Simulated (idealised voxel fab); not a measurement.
Process module heading - voxel transistor to metal
cross-section cut | 260 nm wide | cells 5 nm
Cross-section format: a grid of square cells, given as bands from top to bottom; each band is one or more rows of cells. For a band, the entry starts with two heights in nm, that of the top and then that of the bottom, and carries on with the band's materials in order from left to right, each alongside its width in nm; the word "everywhere" beside a single material means it fills the band edge to edge, and "empty" means empty space. Beneath 0, the wafer as received is one material, and that level is where height counting begins. The lowest band goes on downward without a bottom; it is written like "0 and below". Width spec "30..40" -> top row of cells at first value, bottom row at second value, equal per-row change in between. Key: "remains unaltered" - step with no changed cell in the cross-section. The entry "Cavities, closed" lists the empty spaces that cover at least 8 cells and have no open path to the top. Each is written as width x height at distance, where the distance is measured from the left edge and all three values are in nm. What comes after the settings on a step's line is commentary from the simulator itself on that step. The "overlay nm" setting may appear on a step's line; for a step that uses a mask, it gives how far to the right of its planned position the mask lay, and a negative value indicates the left.

THE PROCESS STEPS THAT WERE PLANNED ARE LISTED BELOW
1,RECEIVE: material Si
2,CONFORMAL_DEP: material SiO2, thk nm 5
3,CONFORMAL_DEP: material SiN, thk nm 15
4,PATTERN: tone cover, mask id ACTIVE, material resist, width nm 90, pitch nm 120, thk nm 20, overlay nm 0
5,DIRECTIONAL_ETCH: etch materials SiN, depth nm 15
6,DIRECTIONAL_ETCH: etch materials SiO2, depth nm 5
7,DIRECTIONAL_ETCH: etch materials Si, depth nm 30
8,STRIP: etch materials resist
9,FILL_DEP: material SiO2, thk nm 5
10,CMP: height nm 20
11,SELECTIVE_ETCH: etch materials SiO2, depth nm 15
12,STRIP: etch materials SiN
13,SELECTIVE_ETCH: etch materials SiO2, depth nm 5
14,OXIDIZE: depth nm 5
15,DIRECTIONAL_DEP: material polySi, thk nm 25
16,DIRECTIONAL_DEP: material SiCN, thk nm 10
17,MASKED_ETCH: tone cover, mask id GATE, width nm 20, pitch nm 120, etch materials SiCN, depth nm 20, overlay nm 0
18,MASKED_ETCH: tone cover, mask id GATE, width nm 20, pitch nm 120, etch materials polySi, depth nm 35, overlay nm 0
19,CONFORMAL_DEP: material SiN, thk nm 5
20,DIRECTIONAL_ETCH: etch materials SiN, depth nm 5
21,DIRECTIONAL_ETCH: etch materials SiO2, depth nm 5
22,EPI: material SiGe, thk nm 5
23,FILL_DEP: material SiO2, thk nm 5
24,CMP: height nm 35
25,DIRECTIONAL_DEP: material SiO2, thk nm 10
26,DIRECTIONAL_DEP: material aC, thk nm 15
27,PATTERN: tone open, mask id CONTACT, material resist, width nm 25, thk nm 30, overlay nm 0
28,DIRECTIONAL_ETCH: etch materials aC, depth nm 15
29,STRIP: etch materials resist
30,DIRECTIONAL_ETCH: etch materials SiO2, depth nm 45
31,STRIP: etch materials aC
32,CONFORMAL_DEP: material TiN, thk nm 5
33,FILL_DEP: material W, thk nm 10
34,CMP: height nm 45
35,CONFORMAL_DEP: material SiN, thk nm 5
36,DIRECTIONAL_DEP: material SiO2, thk nm 25
37,DIRECTIONAL_DEP: material aC, thk nm 15
38,PATTERN: tone open, mask id METAL_1, material resist, width nm 15, thk nm 35, overlay nm 0
39,DIRECTIONAL_ETCH: etch materials aC, depth nm 15
40,STRIP: etch materials resist
41,DIRECTIONAL_ETCH: etch materials SiO2, depth nm 25
42,DIRECTIONAL_ETCH: etch materials SiN, depth nm 5
43,STRIP: etch materials aC
44,CONFORMAL_DEP: material TiN, thk nm 5
45,FILL_DEP: material Cu, thk nm 5
46,CMP: height nm 75
47,EPI: material Ru, thk nm 5
48,FILL_DEP: material SiCN, thk nm 5
49,DIRECTIONAL_DEP: material lowk, thk nm 25
50,PATTERN: tone open, mask id METAL_2, material resist, width nm 15, pitch nm 120, thk nm 15, overlay nm 0
51,DIRECTIONAL_ETCH: etch materials lowk, depth nm 15
52,STRIP: etch materials resist
53,DIRECTIONAL_DEP: material aC, thk nm 10
54,PATTERN: tone open, mask id METAL_2_HOLES, material resist, width nm 15, pitch nm 120, thk nm 30, overlay nm 0
55,DIRECTIONAL_ETCH: etch materials aC, depth nm 10
56,STRIP: etch materials resist
57,DIRECTIONAL_ETCH: etch materials lowk, depth nm 10
58,DIRECTIONAL_ETCH: etch materials SiCN, depth nm 5
59,STRIP: etch materials aC
60,CONFORMAL_DEP: material TiN, thk nm 5
61,FILL_DEP: material Cu, thk nm 5
62,CMP: height nm 110
63,CONFORMAL_DEP: material SiN, thk nm 5
Don't read the plan's width nm for step 38 as applying to every wafer: that's the first wafer's value, and the wafers differ in it, though they all start identical.

CROSS-SECTION OF THE FIRST OF SEVERAL RECEIVED WAFERS, SHOWING ITS STATE AFTER STEP 1
  0 and below  Si everywhere
  Cavities, closed: none

ROW PER WAFER, END-OF-MODULE: CELL GAIN (+)/LOSS (-) BY MATERIAL SINCE THE WAFER CAME IN, THEN CLOSED VOIDS
width nm 15; +30 Cu; +20 Ru; -132 Si; +94 SiCN; +28 SiGe; +120 SiN; +508 SiO2; +162 TiN; +96 W; +230 lowk; +40 polySi; Cavities, closed: none
width nm 20; +50 Cu; +24 Ru; -132 Si; +90 SiCN; +28 SiGe; +116 SiN; +488 SiO2; +166 TiN; +96 W; +230 lowk; +40 polySi; Cavities, closed: none
width nm 25; +70 Cu; +28 Ru; -132 Si; +86 SiCN; +28 SiGe; +112 SiN; +468 SiO2; +170 TiN; +96 W; +230 lowk; +40 polySi; Cavities, closed: none
width nm 30; +90 Cu; +32 Ru; -132 Si; +82 SiCN; +28 SiGe; +108 SiN; +448 SiO2; +174 TiN; +96 W; +230 lowk; +40 polySi; Cavities, closed: none
